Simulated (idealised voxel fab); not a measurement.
The document below concerns the process module designated voxel gate over fins.
Cross-sectional view cut (width: 215 nm; square cell size: 5 nm).
Just so we're on the same page, the cross-sections are grids of square cells, and they're listed out in bands top to bottom, each band one or more rows deep. This entry defines a band. It first specifies the height of the band's top and the height of its bottom in nm, and then specifies the band's materials from left to right, stating each material with its width in nm. The word "all across" identifies a single material that fills the band from edge to edge, while the word "air" identifies empty space. Note: height 0 marks the level under which the wafer is uniformly one material as received. Lowest band unbounded below, written "from 0 down". With a width like "30->40", each row of cells in the band differs from the next by the same amount, the top row carrying the first number and the bottom row the second. What does "nothing got changed" mean for a step? It means no cell of the cross-section changed in that step. Reported under the label "Closed-off voids" are the empty spaces having no open way to the top and comprising 8 cells or more; the notation for each is width x height at distance, in which the distance is measured from the left edge and all three values are in nm. On a step's line, text after the settings is the simulator commenting on that step. overlay nm: where the mask lay relative to plan, measured to the right, on steps with a mask; negatives go left.

# Steps in the process plan
1) RECEIVE with material Si
2) CONFORMAL_DEP with material SiN, thk nm 5
3) PATTERN with tone cover, mask id FINS, material resist, width nm 15, pitch nm 50, thk nm 20, overlay nm 0
4) DIRECTIONAL_ETCH with etch materials SiN, depth nm 5
5) DIRECTIONAL_ETCH with etch materials Si, depth nm 40
6) STRIP with etch materials resist
7) FILL_DEP with material SiO2, thk nm 5
8) CMP with height nm 5
9) PATTERN with tone open, mask id RAIL, material resist, width nm 15, thk nm 20, overlay nm 0
10) DIRECTIONAL_ETCH with etch materials SiO2, depth nm 40
11) STRIP with etch materials resist
12) CONFORMAL_DEP with material TiN, thk nm 5
13) FILL_DEP with material Ru, thk nm 10
14) CMP with height nm 5
15) SELECTIVE_ETCH with etch materials W Ru TiN, depth nm 25
16) FILL_DEP with material SiO2, thk nm 5
17) CMP with height nm 5
18) SELECTIVE_ETCH with etch materials SiO2, depth nm 15
19) STRIP with etch materials SiN
20) CONFORMAL_DEP with material HfO2, thk nm 5
21) CONFORMAL_DEP with material TiN, thk nm 5
22) CONFORMAL_DEP with material TiAl, thk nm 5
23) CONFORMAL_DEP with material TiN, thk nm 5
24) FILL_DEP with material W, thk nm 10
25) CMP with height nm 25
26) CONFORMAL_DEP with material SiN, thk nm 5

# The first of a set of two wafers, run to plan

# Cross-sectional view of the wafer in its as-received condition, corresponding to the state after step 1
- from 0 down | Si all across
- Closed-off voids: none

# Wafer after step 2 (cross-section)
- from 5 to 0 | SiN all across
- For the remainder of the cross-section, below 0, there is no change.

# Wafer after step 3 (cross-section)
- from 25 to 5 | air 25 nm; resist 15 nm; air 35 nm; resist 15 nm; air 35 nm; resist 15 nm; air 35 nm; resist 15 nm; air 25 nm
- For the remainder of the cross-section, below 5, there is no change.

# Wafer after step 4 (cross-section)
- from 25 to 5 | air 25 nm; resist 15 nm; air 35 nm; resist 15 nm; air 35 nm; resist 15 nm; air 35 nm; resist 15 nm; air 25 nm
- from 5 to 0 | air 25 nm; SiN 15 nm; air 35 nm; SiN 15 nm; air 35 nm; SiN 15 nm; air 35 nm; SiN 15 nm; air 25 nm
- For the remainder of the cross-section, below 0, there is no change.

# Wafer after step 5 (cross-section)
- from 25 to 5 | air 25 nm; resist 15 nm; air 35 nm; resist 15 nm; air 35 nm; resist 15 nm; air 35 nm; resist 15 nm; air 25 nm
- from 5 to 0 | air 25 nm; SiN 15 nm; air 35 nm; SiN 15 nm; air 35 nm; SiN 15 nm; air 35 nm; SiN 15 nm; air 25 nm
- from 0 to -40 | air 25 nm; Si 15 nm; air 35 nm; Si 15 nm; air 35 nm; Si 15 nm; air 35 nm; Si 15 nm; air 25 nm
- For the remainder of the cross-section, below -40, there is no change.

# Wafer after step 6 (cross-section)
- from 5 to 0 | air 25 nm; SiN 15 nm; air 35 nm; SiN 15 nm; air 35 nm; SiN 15 nm; air 35 nm; SiN 15 nm; air 25 nm
- For the remainder of the cross-section, below 0, there is no change.

# Wafer after step 7 (cross-section)
- from 10 to 5 | SiO2 all across
- from 5 to 0 | SiO2 25 nm; SiN 15 nm; SiO2 35 nm; SiN 15 nm; SiO2 35 nm; SiN 15 nm; SiO2 35 nm; SiN 15 nm; SiO2 25 nm
- from 0 to -40 | SiO2 25 nm; Si 15 nm; SiO2 35 nm; Si 15 nm; SiO2 35 nm; Si 15 nm; SiO2 35 nm; Si 15 nm; SiO2 25 nm
- For the remainder of the cross-section, below -40, there is no change.

# Wafer after step 8 (cross-section)
- from 5 to 0 | SiO2 25 nm; SiN 15 nm; SiO2 35 nm; SiN 15 nm; SiO2 35 nm; SiN 15 nm; SiO2 35 nm; SiN 15 nm; SiO2 25 nm
- For the remainder of the cross-section, below 0, there is no change.

# Wafer after step 9 (cross-section)
- from 25 to 5 | resist 50 nm; air 15 nm; resist 150 nm
- For the remainder of the cross-section, below 5, there is no change.

# Wafer after step 10 (cross-section)
- from 25 to 5 | resist 50 nm; air 15 nm; resist 150 nm
- from 5 to 0 | SiO2 25 nm; SiN 15 nm; SiO2 10 nm; air 15 nm; SiO2 10 nm; SiN 15 nm; SiO2 35 nm; SiN 15 nm; SiO2 35 nm; SiN 15 nm; SiO2 25 nm
- from 0 to -35 | SiO2 25 nm; Si 15 nm; SiO2 10 nm; air 15 nm; SiO2 10 nm; Si 15 nm; SiO2 35 nm; Si 15 nm; SiO2 35 nm; Si 15 nm; SiO2 25 nm
- For the remainder of the cross-section, below -35, there is no change.

# Wafer after step 11 (cross-section)
- from 5 to 0 | SiO2 25 nm; SiN 15 nm; SiO2 10 nm; air 15 nm; SiO2 10 nm; SiN 15 nm; SiO2 35 nm; SiN 15 nm; SiO2 35 nm; SiN 15 nm; SiO2 25 nm
- For the remainder of the cross-section, below 0, there is no change.

# Wafer after step 12 (cross-section)
- from 10 to 5 | TiN 55 nm; air 5 nm; TiN 155 nm
- from 5 to 0 | SiO2 25 nm; SiN 15 nm; SiO2 10 nm; TiN 5 nm; air 5 nm; TiN 5 nm; SiO2 10 nm; SiN 15 nm; SiO2 35 nm; SiN 15 nm; SiO2 35 nm; SiN 15 nm; SiO2 25 nm
- from 0 to -30 | SiO2 25 nm; Si 15 nm; SiO2 10 nm; TiN 5 nm; air 5 nm; TiN 5 nm; SiO2 10 nm; Si 15 nm; SiO2 35 nm; Si 15 nm; SiO2 35 nm; Si 15 nm; SiO2 25 nm
- from -30 to -35 | SiO2 25 nm; Si 15 nm; SiO2 10 nm; TiN 15 nm; SiO2 10 nm; Si 15 nm; SiO2 35 nm; Si 15 nm; SiO2 35 nm; Si 15 nm; SiO2 25 nm
- For the remainder of the cross-section, below -35, there is no change.

# Wafer after step 13 (cross-section)
- from 20 to 10 | Ru all across
- from 10 to 5 | TiN 55 nm; Ru 5 nm; TiN 155 nm
- from 5 to 0 | SiO2 25 nm; SiN 15 nm; SiO2 10 nm; TiN 5 nm; Ru 5 nm; TiN 5 nm; SiO2 10 nm; SiN 15 nm; SiO2 35 nm; SiN 15 nm; SiO2 35 nm; SiN 15 nm; SiO2 25 nm
- from 0 to -30 | SiO2 25 nm; Si 15 nm; SiO2 10 nm; TiN 5 nm; Ru 5 nm; TiN 5 nm; SiO2 10 nm; Si 15 nm; SiO2 35 nm; Si 15 nm; SiO2 35 nm; Si 15 nm; SiO2 25 nm
- For the remainder of the cross-section, below -30, there is no change.

# Wafer after step 14 (cross-section)
- from 5 to 0 | SiO2 25 nm; SiN 15 nm; SiO2 10 nm; TiN 5 nm; Ru 5 nm; TiN 5 nm; SiO2 10 nm; SiN 15 nm; SiO2 35 nm; SiN 15 nm; SiO2 35 nm; SiN 15 nm; SiO2 25 nm
- For the remainder of the cross-section, below 0, there is no change.

# Wafer after step 15 (cross-section)
- from 5 to 0 | SiO2 25 nm; SiN 15 nm; SiO2 10 nm; air 15 nm; SiO2 10 nm; SiN 15 nm; SiO2 35 nm; SiN 15 nm; SiO2 35 nm; SiN 15 nm; SiO2 25 nm
- from 0 to -20 | SiO2 25 nm; Si 15 nm; SiO2 10 nm; air 15 nm; SiO2 10 nm; Si 15 nm; SiO2 35 nm; Si 15 nm; SiO2 35 nm; Si 15 nm; SiO2 25 nm
- For the remainder of the cross-section, below -20, there is no change.

# Wafer after step 16 (cross-section)
- from 10 to 5 | SiO2 all across
- from 5 to 0 | SiO2 25 nm; SiN 15 nm; SiO2 35 nm; SiN 15 nm; SiO2 35 nm; SiN 15 nm; SiO2 35 nm; SiN 15 nm; SiO2 25 nm
- from 0 to -20 | SiO2 25 nm; Si 15 nm; SiO2 35 nm; Si 15 nm; SiO2 35 nm; Si 15 nm; SiO2 35 nm; Si 15 nm; SiO2 25 nm
- For the remainder of the cross-section, below -20, there is no change.

# Wafer after step 17 (cross-section)
- from 5 to 0 | SiO2 25 nm; SiN 15 nm; SiO2 35 nm; SiN 15 nm; SiO2 35 nm; SiN 15 nm; SiO2 35 nm; SiN 15 nm; SiO2 25 nm
- For the remainder of the cross-section, below 0, there is no change.

# Wafer after step 18 (cross-section)
- from 5 to 0 | air 25 nm; SiN 15 nm; air 35 nm; SiN 15 nm; air 35 nm; SiN 15 nm; air 35 nm; SiN 15 nm; air 25 nm
- from 0 to -10 | air 25 nm; Si 15 nm; air 35 nm; Si 15 nm; air 35 nm; Si 15 nm; air 35 nm; Si 15 nm; air 25 nm
- For the remainder of the cross-section, below -10, there is no change.

# Wafer after step 19 (cross-section)
- from 0 to -10 | air 25 nm; Si 15 nm; air 35 nm; Si 15 nm; air 35 nm; Si 15 nm; air 35 nm; Si 15 nm; air 25 nm
- For the remainder of the cross-section, below -10, there is no change.

# Wafer after step 20 (cross-section)
- from 5 to 0 | air 20 nm; HfO2 25 nm; air 25 nm; HfO2 25 nm; air 25 nm; HfO2 25 nm; air 25 nm; HfO2 25 nm; air 20 nm
- from 0 to -5 | air 20 nm; HfO2 5 nm; Si 15 nm; HfO2 5 nm; air 25 nm; HfO2 5 nm; Si 15 nm; HfO2 5 nm; air 25 nm; HfO2 5 nm; Si 15 nm; HfO2 5 nm; air 25 nm; HfO2 5 nm; Si 15 nm; HfO2 5 nm; air 20 nm
- from -5 to -10 | HfO2 25 nm; Si 15 nm; HfO2 35 nm; Si 15 nm; HfO2 35 nm; Si 15 nm; HfO2 35 nm; Si 15 nm; HfO2 25 nm
- For the remainder of the cross-section, below -10, there is no change.

# Wafer after step 21 (cross-section)
- from 10 to 5 | air 15 nm; TiN 35 nm; air 15 nm; TiN 35 nm; air 15 nm; TiN 35 nm; air 15 nm; TiN 35 nm; air 15 nm
- from 5 to 0 | air 15 nm; TiN 5 nm; HfO2 25 nm; TiN 5 nm; air 15 nm; TiN 5 nm; HfO2 25 nm; TiN 5 nm; air 15 nm; TiN 5 nm; HfO2 25 nm; TiN 5 nm; air 15 nm; TiN 5 nm; HfO2 25 nm; TiN 5 nm; air 15 nm
- from 0 to -5 | TiN 20 nm; HfO2 5 nm; Si 15 nm; HfO2 5 nm; TiN 25 nm; HfO2 5 nm; Si 15 nm; HfO2 5 nm; TiN 25 nm; HfO2 5 nm; Si 15 nm; HfO2 5 nm; TiN 25 nm; HfO2 5 nm; Si 15 nm; HfO2 5 nm; TiN 20 nm
- For the remainder of the cross-section, below -5, there is no change.

# Wafer after step 22 (cross-section)
- from 15 to 10 | air 10 nm; TiAl 45 nm; air 5 nm; TiAl 45 nm; air 5 nm; TiAl 45 nm; air 5 nm; TiAl 45 nm; air 10 nm
- from 10 to 5 | air 10 nm; TiAl 5 nm; TiN 35 nm; TiAl 5 nm; air 5 nm; TiAl 5 nm; TiN 35 nm; TiAl 5 nm; air 5 nm; TiAl 5 nm; TiN 35 nm; TiAl 5 nm; air 5 nm; TiAl 5 nm; TiN 35 nm; TiAl 5 nm; air 10 nm
- from 5 to 0 | TiAl 15 nm; TiN 5 nm; HfO2 25 nm; TiN 5 nm; TiAl 15 nm; TiN 5 nm; HfO2 25 nm; TiN 5 nm; TiAl 15 nm; TiN 5 nm; HfO2 25 nm; TiN 5 nm; TiAl 15 nm; TiN 5 nm; HfO2 25 nm; TiN 5 nm; TiAl 15 nm
- For the remainder of the cross-section, below 0, there is no change.

# Wafer after step 23 (cross-section)
- from 20 to 15 | air 5 nm; TiN 205 nm; air 5 nm
- from 15 to 10 | air 5 nm; TiN 5 nm; TiAl 45 nm; TiN 5 nm; TiAl 45 nm; TiN 5 nm; TiAl 45 nm; TiN 5 nm; TiAl 45 nm; TiN 5 nm; air 5 nm
- from 10 to 5 | TiN 10 nm; TiAl 5 nm; TiN 35 nm; TiAl 5 nm; TiN 5 nm; TiAl 5 nm; TiN 35 nm; TiAl 5 nm; TiN 5 nm; TiAl 5 nm; TiN 35 nm; TiAl 5 nm; TiN 5 nm; TiAl 5 nm; TiN 35 nm; TiAl 5 nm; TiN 10 nm
- For the remainder of the cross-section, below 5, there is no change.

# Wafer after step 24 (cross-section)
- from 30 to 20 | W all across
- from 20 to 15 | W 5 nm; TiN 205 nm; W 5 nm
- from 15 to 10 | W 5 nm; TiN 5 nm; TiAl 45 nm; TiN 5 nm; TiAl 45 nm; TiN 5 nm; TiAl 45 nm; TiN 5 nm; TiAl 45 nm; TiN 5 nm; W 5 nm
- For the remainder of the cross-section, below 10, there is no change.

# Wafer after step 25 (cross-section)
- from 25 to 20 | W all across
- For the remainder of the cross-section, below 20, there is no change.

# Wafer after step 26 (cross-section)
- from 30 to 25 | SiN all across
- For the remainder of the cross-section, below 25, there is no change.

# second wafer: like start, like plan, one mistake. Through step 19 it matches the first wafer

# Second wafer, sectioned view, at step 20's planned end time
- from 15 to 5 | air 10 nm; HfO2 45 nm; air 5 nm; HfO2 45 nm; air 5 nm; HfO2 45 nm; air 5 nm; HfO2 45 nm; air 10 nm
- from 5 to 0 | HfO2 all across
- from 0 to -10 | HfO2 25 nm; Si 15 nm; HfO2 35 nm; Si 15 nm; HfO2 35 nm; Si 15 nm; HfO2 35 nm; Si 15 nm; HfO2 25 nm
- For the remainder of the cross-section, below -10, there is no change.

# Second wafer, sectioned view, at step 21's planned end time
- from 20 to 15 | air 5 nm; TiN 205 nm; air 5 nm
- from 15 to 10 | air 5 nm; TiN 5 nm; HfO2 45 nm; TiN 5 nm; HfO2 45 nm; TiN 5 nm; HfO2 45 nm; TiN 5 nm; HfO2 45 nm; TiN 5 nm; air 5 nm
- from 10 to 5 | TiN 10 nm; HfO2 45 nm; TiN 5 nm; HfO2 45 nm; TiN 5 nm; HfO2 45 nm; TiN 5 nm; HfO2 45 nm; TiN 10 nm
- For the remainder of the cross-section, below 5, there is no change.

# Second wafer, sectioned view, at step 22's planned end time
- from 25 to 20 | TiAl all across
- from 20 to 15 | TiAl 5 nm; TiN 205 nm; TiAl 5 nm
- from 15 to 10 | TiAl 5 nm; TiN 5 nm; HfO2 45 nm; TiN 5 nm; HfO2 45 nm; TiN 5 nm; HfO2 45 nm; TiN 5 nm; HfO2 45 nm; TiN 5 nm; TiAl 5 nm
- For the remainder of the cross-section, below 10, there is no change.

# Second wafer, sectioned view, at step 23's planned end time
- from 30 to 25 | TiN all across
- For the remainder of the cross-section, below 25, there is no change.

# Second wafer, sectioned view, at step 24's planned end time
- from 40 to 30 | W all across
- For the remainder of the cross-section, below 30, there is no change.

# Second wafer, sectioned view, at step 25's planned end time
- from 25 to 20 | TiAl all across
- For the remainder of the cross-section, below 20, there is no change.

# Second wafer, sectioned view, at step 26's planned end time
- from 30 to 25 | SiN all across
- For the remainder of the cross-section, below 25, there is no change.
Finding, execution versus plan: planned and actual differ for step 20; actual: CONFORMAL_DEP with material HfO2, thk nm 15
Upon completion, the second wafer contains, in terms of cells, a greater or smaller amount of certain materials than the first wafer: 118 more of HfO2 | 12 fewer of TiAl | 59 fewer of TiN | 47 fewer of W
